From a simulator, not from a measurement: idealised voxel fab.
This section sets out a process module, namely voxel double patterning.
The width of the displayed cross-section, cut, is 175 nm; its cells are square, with a size of 5 nm.
When this document writes out a cross-section, it uses a grid of square cells and lists it as bands, beginning at the top and moving down, with a band standing for one or more rows of cells. The band entry comprises the height of the band's top followed by the height of its bottom, expressed in nm, and subsequently the band's materials from left to right, each stated together with its width in nm. Where a single material is marked with the word "edge to edge", that material fills the band from edge to edge. The word "blank" represents empty space. Zero point of the height axis is 0; under it, received wafer = one material. Lowest band: continues down indefinitely, "0 -> down". Width spec "30->40" -> top row of cells at first value, bottom row at second value, equal per-row change in between. Where a step carries "no change occurred", the cross-section came out of it unchanged, cell for cell. Any empty space of 8 cells or more lacking an open way to the top shows up in "Sealed cavities" as width x height at distance, distance from the left edge, in nm. Post-settings text on a step line: simulator's own remark regarding the step. "overlay nm", when on a step's line for a step with a mask, measures how far to the right of its planned place the mask lay; a negative measure means to the left.
-- Steps planned for the process
| 1 | RECEIVE with material Si |
| 2 | CONFORMAL_DEP with material SiN, thk nm 10 |
| 3 | DIRECTIONAL_DEP with material SiO2, thk nm 15 |
| 4 | DIRECTIONAL_DEP with material SiCN, thk nm 10 |
| 5 | DIRECTIONAL_DEP with material aC, thk nm 10 |
| 6 | PATTERN with tone open, mask id FIRST, material resist, width nm 15, pitch nm 50, thk nm 30, overlay nm 0 |
| 7 | DIRECTIONAL_ETCH with etch materials aC, depth nm 10 |
| 8 | STRIP with etch materials resist |
| 9 | DIRECTIONAL_ETCH with etch materials SiCN, depth nm 10 |
| 10 | STRIP with etch materials aC |
| 11 | MASKED_ETCH with tone open, mask id SECOND, width nm 15, pitch nm 50, etch materials SiCN, depth nm 10, overlay nm 0 |
| 12 | DIRECTIONAL_ETCH with etch materials SiO2, depth nm 15 |
| 13 | STRIP with etch materials SiCN |
-- Incoming wafer, cross-sectional view, post step 1
- 0 -> down  Si edge to edge
- Sealed cavities: none
-- First of two wafers at the end of the module, shown in cross-section; run carried out as planned
- 25 -> 10  SiO2 (30); blank (15); SiO2 (10); blank (15); SiO2 (10); blank (15); SiO2 (10); blank (15); SiO2 (10); blank (15); SiO2 (30)
- 10 -> 0  SiN edge to edge
- 0 -> down  Si edge to edge
- Sealed cavities: none
-- Presented here is a cross-section of the second of the two wafers as it stood at the end of the module. It was started in the same manner and assigned the same plan as the first wafer; however, one mistake was made in its execution
- 25 -> 10  SiO2 (30); blank (15); SiO2 (15); blank (15); SiO2 (5); blank (15); SiO2 (15); blank (15); SiO2 (5); blank (15); SiO2 (30)
- 10 -> 0  SiN edge to edge
- 0 -> down  Si edge to edge
- Sealed cavities: none
It is concluded that the wafer was processed incorrectly with respect to the plan, in that not per plan at step 11, really ran MASKED_ETCH with tone open, mask id SECOND, width nm 15, pitch nm 50, etch materials SiCN, depth nm 10, overlay nm 5
Tallied in cells, the final second wafer holds each material in the same quantity as the first, although not at the same places.
